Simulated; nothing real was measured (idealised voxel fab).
process module | voxel self aligned contacts
cross-section cut | 165 nm wide | cells 5 nm
A cross-section is a grid of square cells, given in bands from the top down. A band is one or more rows of cells.
Each band's line starts with the height of the band's top and of its bottom, in nm. Then come its materials from left to right, each with its width in nm. One material with "throughout" fills the band from edge to edge. "air" is empty space.
Height 0 is the level under which the wafer as received is all one material. The lowest band goes on downwards, as in "0 down".
A width such as "30 to 40" changes by the same amount from each row of cells to the next, from the band's top row to its bottom row.
"no change" after a step means that no cell of the cross-section changed.
closed voids: empty space of 8 cells or more with no open way to the top, each as width x height at its distance from the left edge, in nm
after a step's settings: what the simulator itself notes on the step
overlay nm, on a step with a mask: how far to the right of its planned place the mask lay; to the left if negative
Each pair below shows a cross-section before one step and the cross-section after it, down to the lowest band that changed. The line under each pair gives the step between them, with its settings. The pairs can come from different runs of this module on the same starting wafer, so a pair continues from the pair above only where its "before" says so.
before
  60 to 55: TiN 65 | air 30 | TiN 70
  55 to 45: SiO2 60 | TiN 5 to 15 | air 30 to 10 | TiN 5 to 15 | SiO2 65
  45 to 20: SiO2 30 | SiN 5 | polySi 30 | SiN 5 | TiN 5 | air 10 | TiN 5 | SiN 5 | polySi 30 | SiN 5 | SiO2 35
  20 to 15: SiO2 30 | SiN 5 | polySi 30 | SiN 5 | TiN 20 | SiN 5 | polySi 30 | SiN 5 | SiO2 35
  15 to 0: polySi throughout
  0 to -5: SiO2 throughout
  -5 down: Si throughout
  closed voids: none
after
  70 to 60: Ru throughout
  60 to 55: TiN 65 | Ru 30 | TiN 70
  55 to 45: SiO2 60 | TiN 5 to 15 | Ru 30 to 10 | TiN 5 to 15 | SiO2 65
  45 to 20: SiO2 30 | SiN 5 | polySi 30 | SiN 5 | TiN 5 | Ru 10 | TiN 5 | SiN 5 | polySi 30 | SiN 5 | SiO2 35
  below 20: unchanged
  closed voids: none
the step between: op FILL_DEP | material Ru | thk nm 10
before: the cross-section after the pair above
after
  55 to 45: SiO2 60 | TiN 5 to 15 | Ru 30 to 10 | TiN 5 to 15 | SiO2 65
  below 45: unchanged
  closed voids: none
the step between: op CMP | height nm 55
before: the cross-section after the pair above
after
  60 to 55: SiN throughout
  below 55: unchanged
  closed voids: none
the step between: op CONFORMAL_DEP | material SiN | thk nm 5
before
  45 to 30: SiN throughout
  30 to 0: polySi throughout
  0 to -5: SiO2 throughout
  -5 down: Si throughout
  closed voids: none
after
  60 to 45: resist 35 | air 30 | resist 30 | air 30 | resist 40
  below 45: unchanged
  closed voids: none
the step between: op PATTERN | tone open | mask id GATE | material resist | width nm 30 | pitch nm 60 | thk nm 15 | overlay nm 0
before: the cross-section after the pair above
after
  60 to 45: resist 35 | air 30 | resist 30 | air 30 | resist 40
  45 to 30: SiN 35 | air 30 | SiN 30 | air 30 | SiN 40
  below 30: unchanged
  closed voids: none
the step between: op DIRECTIONAL_ETCH | etch materials SiN | depth nm 15
before: the cross-section after the pair above
after
  60 to 45: resist 35 | air 30 | resist 30 | air 30 | resist 40
  45 to 30: SiN 35 | air 30 | SiN 30 | air 30 | SiN 40
  30 to 0: polySi 35 | air 30 | polySi 30 | air 30 | polySi 40
  below 0: unchanged
  closed voids: none
the step between: op DIRECTIONAL_ETCH | etch materials polySi | depth nm 30
before: the cross-section after the pair above
after
  45 to 30: SiN 35 | air 30 | SiN 30 | air 30 | SiN 40
  below 30: unchanged
  closed voids: none
the step between: op STRIP | etch materials resist
before: the cross-section after the pair above
after
  50 to 30: SiN 40 | air 20 | SiN 40 | air 20 | SiN 45
  30 to 5: polySi 35 | SiN 5 | air 20 | SiN 5 | polySi 30 | SiN 5 | air 20 | SiN 5 | polySi 40
  5 to 0: polySi 35 | SiN 30 | polySi 30 | SiN 30 | polySi 40
  below 0: unchanged
  closed voids: none
the step between: op CONFORMAL_DEP | material SiN | thk nm 5
before: the cross-section after the pair above
after
  45 to 30: SiN 40 | air 20 | SiN 40 | air 20 | SiN 45
  30 to 0: polySi 35 | SiN 5 | air 20 | SiN 5 | polySi 30 | SiN 5 | air 20 | SiN 5 | polySi 40
  below 0: unchanged
  closed voids: none
the step between: op DIRECTIONAL_ETCH | etch materials SiN | depth nm 5
before: the cross-section after the pair above
after
  65 to 45: SiO2 throughout
  45 to 30: SiN 40 | SiO2 20 | SiN 40 | SiO2 20 | SiN 45
  30 to 0: polySi 35 | SiN 5 | SiO2 20 | SiN 5 | polySi 30 | SiN 5 | SiO2 20 | SiN 5 | polySi 40
  below 0: unchanged
  closed voids: none
the step between: op FILL_DEP | material SiO2 | thk nm 20
before: the cross-section after the pair above
after
  55 to 45: SiO2 throughout
  below 45: unchanged
  closed voids: none
the step between: op CMP | height nm 55
before: the cross-section after the pair above
after
  70 to 55: resist 60 | air 40 | resist 65
  below 55: unchanged
  closed voids: none
the step between: op PATTERN | tone open | mask id CONTACT | material resist | width nm 40 | thk nm 15 | overlay nm 0
before: the cross-section after the pair above
after
  70 to 55: resist 60 | air 40 | resist 65
  55 to 45: SiO2 60 | air 40 | SiO2 65
  below 45: unchanged
  closed voids: none
the step between: op DIRECTIONAL_ETCH | etch materials SiO2 | depth nm 60
before: the cross-section after the pair above
after
  55 to 45: SiO2 60 | air 40 | SiO2 65
  below 45: unchanged
  closed voids: none
the step between: op STRIP | etch materials resist
before: the cross-section after the pair above
after
  60 to 55: TiN 65 | air 30 | TiN 70
  55 to 50: SiO2 60 | TiN 5 | air 30 | TiN 5 | SiO2 65
  50 to 45: SiO2 60 | TiN 40 | SiO2 65
  below 45: unchanged
  closed voids: none
the step between: op CONFORMAL_DEP | material TiN | thk nm 5
before: the cross-section after the pair above
after
  70 to 60: Ru throughout
  60 to 55: TiN 65 | Ru 30 | TiN 70
  55 to 50: SiO2 60 | TiN 5 | Ru 30 | TiN 5 | SiO2 65
  below 50: unchanged
  closed voids: none
the step between: op FILL_DEP | material Ru | thk nm 10
before: the cross-section after the pair above
after
  55 to 50: SiO2 60 | TiN 5 | Ru 30 | TiN 5 | SiO2 65
  below 50: unchanged
  closed voids: none
the step between: op CMP | height nm 55
before: the cross-section after the pair above
after
  60 to 55: SiN throughout
  below 55: unchanged
  closed voids: none
the step between: op CONFORMAL_DEP | material SiN | thk nm 5
